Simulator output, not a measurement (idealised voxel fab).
This is a process module. Its name is voxel ribs on slabs.
Square cells of 5 nm make up the cross-section cut, whose width is 295 nm.
If you're reading a cross-section in this doc, picture square cells in a grid; it comes to you as bands, top ones listed first down to the bottom, and a band can be one or more rows of cells.
Band: top and bottom heights (nm) first, top before bottom; then materials from left to right, widths in nm. "full width" marks a sole material filling the band edge to edge. "empty" denotes empty space.
A quick word on heights: they are counted from 0, and under that level the wafer as it came to us is one material throughout. The lowest band is different from the rest in having no bottom; it simply continues downward, written as in "0 down".
The width entry "30->40" should be interpreted row by row: the top row of cells in the band takes the first number, the bottom row takes the second number, and the change between adjacent rows is uniform throughout.
"no change occurred" (step): cross-section cells unchanged, all of them.
"Closed internal cavities": empty spaces of 8 cells or more with no open way to the top, each given as width x height at distance, distance from the left edge, all in nm.
after a step's settings: what the simulator itself notes on the step
overlay nm: mask right of planned place by this much (step with mask). Neg. = left.
PLAN
- 1: RECEIVE,material Si
- 2: DIRECTIONAL_DEP,material SiO2,thk nm 30
- 3: DIRECTIONAL_DEP,material SiN,thk nm 15
- 4: DIRECTIONAL_DEP,material aC,thk nm 10
- 5: PATTERN,tone cover,mask id RIB,material resist,width nm 20,thk nm 25,overlay nm 0
- 6: DIRECTIONAL_ETCH,etch materials aC,depth nm 10
- 7: STRIP,etch materials resist
- 8: DIRECTIONAL_ETCH,etch materials SiN,depth nm 5
- 9: STRIP,etch materials aC
- 10: PATTERN,tone cover,mask id SLAB,material resist,width nm 70,thk nm 15,overlay nm 0
- 11: DIRECTIONAL_ETCH,etch materials SiN,depth nm 10
- 12: STRIP,etch materials resist
- 13: FILL_DEP,material SiO2,thk nm 20
- 14: CMP,height nm 55
- 15: DIRECTIONAL_DEP,material TiN,thk nm 5
- 16: PATTERN,tone cover,mask id HEATER,material resist,width nm 30,thk nm 15,overlay nm 0
- 17: DIRECTIONAL_ETCH,etch materials TiN,depth nm 5
- 18: STRIP,etch materials resist
- 19: CONFORMAL_DEP,material SiN,thk nm 10
CROSS-SECTION OF THE INCOMING WAFER, STATE AFTER STEP 1
    0 down  Si full width
    Closed internal cavities: none
CROSS-SECTIONAL IMAGE OF THE FIRST OF TWO WAFERS AT THE END OF THE MODULE, THE RUN HAVING PROCEEDED AS PLANNED
    70 to 65  120 nm empty, 50 nm SiN, 125 nm empty
    65 to 60  SiN full width
    60 to 55  130 nm SiN, 30 nm TiN, 135 nm SiN
    55 to 45  SiO2 full width
    45 to 40  135 nm SiO2, 20 nm SiN, 140 nm SiO2
    40 to 30  110 nm SiO2, 70 nm SiN, 115 nm SiO2
    30 to 0  SiO2 full width
    0 down  Si full width
    Closed internal cavities: none
THIS CROSS-SECTION BELONGS TO THE SECOND WAFER OF TWO AT THE END OF THE MODULE; THE START AND THE PLAN WERE SHARED WITH THE FIRST, AND THE RUN INCLUDED ONE MISTAKE
    70 to 65  120 nm empty, 50 nm SiN, 125 nm empty
    65 to 60  SiN full width
    60 to 55  130 nm SiN, 30 nm TiN, 135 nm SiN
    55 to 45  110 nm SiO2, 70 nm SiN, 115 nm SiO2
    45 to 30  SiN full width
    30 to 0  SiO2 full width
    0 down  Si full width
    Closed internal cavities: none
Where did the run depart from the plan? step 3 of the plan was carried out twice
In the final state, the cell counts of the second wafer exceed or fall short of those of the first for the following materials: SiN: 173 more, SiO2: 173 fewer
